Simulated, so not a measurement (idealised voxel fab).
This is a process module. Its name is voxel ribs on slabs.
FYI the section here is cut, 285 nm wide, cells are 5 nm squares.
Throughout this document, each cross-section is represented as a grid of square cells and is presented as a sequence of bands enumerated from the top downward, where a band comprises one or more rows of cells.
For a band, the entry starts with two heights in nm, that of the top and then that of the bottom, and carries on with the band's materials in order from left to right, each alongside its width in nm; the word "throughout" beside a single material means it fills the band edge to edge, and "air" means empty space.
Height is counted from the level 0, under which the received wafer is composed throughout of one material. The lowest of the bands is not closed at the bottom but continues downward, in the notation "from 0 down".
The notation "30->40" denotes a width that varies across the rows of cells in the band, beginning at the first number in the top row, finishing at the second number in the bottom row, and changing by an identical amount from each row to the next.
When a step is marked "identical to before", none of the cells in the cross-section changed during that step.
This entry, "Unvented cavities", enumerates those empty regions of no fewer than 8 cells that possess no open connection to the top. Each region is reported in the form width x height at distance, the distance being taken from the left edge, with all three quantities expressed in nm.
It should be noted that, on the line of a given step, the content following the step's settings is a remark produced by the simulator itself with respect to that step.
"overlay nm" denotes, for a step that has a mask, the displacement of the mask to the right of its planned place, with negative values corresponding to the left.
Set out below are the planned steps of the process:
1,RECEIVE | material Si
2,DIRECTIONAL_DEP | material SiO2 | thk nm 20
3,DIRECTIONAL_DEP | material polySi | thk nm 25
4,DIRECTIONAL_DEP | material aC | thk nm 15
5,PATTERN | tone cover | mask id RIB | material resist | width nm 20 | thk nm 35 | overlay nm 0
6,DIRECTIONAL_ETCH | etch materials aC | depth nm 15
7,STRIP | etch materials resist
8,DIRECTIONAL_ETCH | etch materials polySi | depth nm 20
9,STRIP | etch materials aC
10,MASKED_ETCH | tone cover | mask id SLAB | width nm 60 | etch materials polySi | depth nm 5 | overlay nm 0
11,FILL_DEP | material SiO2 | thk nm 25
12,CMP | height nm 60
13,DIRECTIONAL_DEP | material W | thk nm 10
14,DIRECTIONAL_DEP | material aC | thk nm 15
15,PATTERN | tone cover | mask id HEATER | material resist | width nm 30 | thk nm 35 | overlay nm 0
16,DIRECTIONAL_ETCH | etch materials aC | depth nm 15
17,STRIP | etch materials resist
18,DIRECTIONAL_ETCH | etch materials W | depth nm 10
19,STRIP | etch materials aC
20,CONFORMAL_DEP | material SiO2 | thk nm 10
Delivered wafer in cross-section: state after step 1:
    from 0 down | Si throughout
    Unvented cavities: none
Cross-sectional view of the first of the two wafers upon completion of the module, processed in accordance with the plan:
    from 80 to 70 | air=115 | SiO2=50 | air=120
    from 70 to 60 | SiO2=125 | W=30 | SiO2=130
    from 60 to 45 | SiO2 throughout
    from 45 to 25 | SiO2=130 | polySi=20 | SiO2=135
    from 25 to 20 | SiO2=110 | polySi=60 | SiO2=115
    from 20 to 0 | SiO2 throughout
    from 0 down | Si throughout
    Unvented cavities: none
Cross-section, second wafer: same start as the first, same plan as the first, one mistake in running it; taken at the end of the module:
    from 80 to 70 | air=105 | SiO2=50 | air=130
    from 70 to 60 | SiO2=115 | W=30 | SiO2=140
    from 60 to 45 | SiO2 throughout
    from 45 to 25 | SiO2=130 | polySi=20 | SiO2=135
    from 25 to 20 | SiO2=110 | polySi=60 | SiO2=115
    from 20 to 0 | SiO2 throughout
    from 0 down | Si throughout
    Unvented cavities: none
Heads up, the wafer didn't run the way we planned it: rather than as planned, step 15 actually ran as PATTERN | tone cover | mask id HEATER | material resist | width nm 30 | thk nm 35 | overlay nm -10
In the final comparison it is observed that the number of cells assigned to each material is identical for the two wafers, whereas their placement is not.
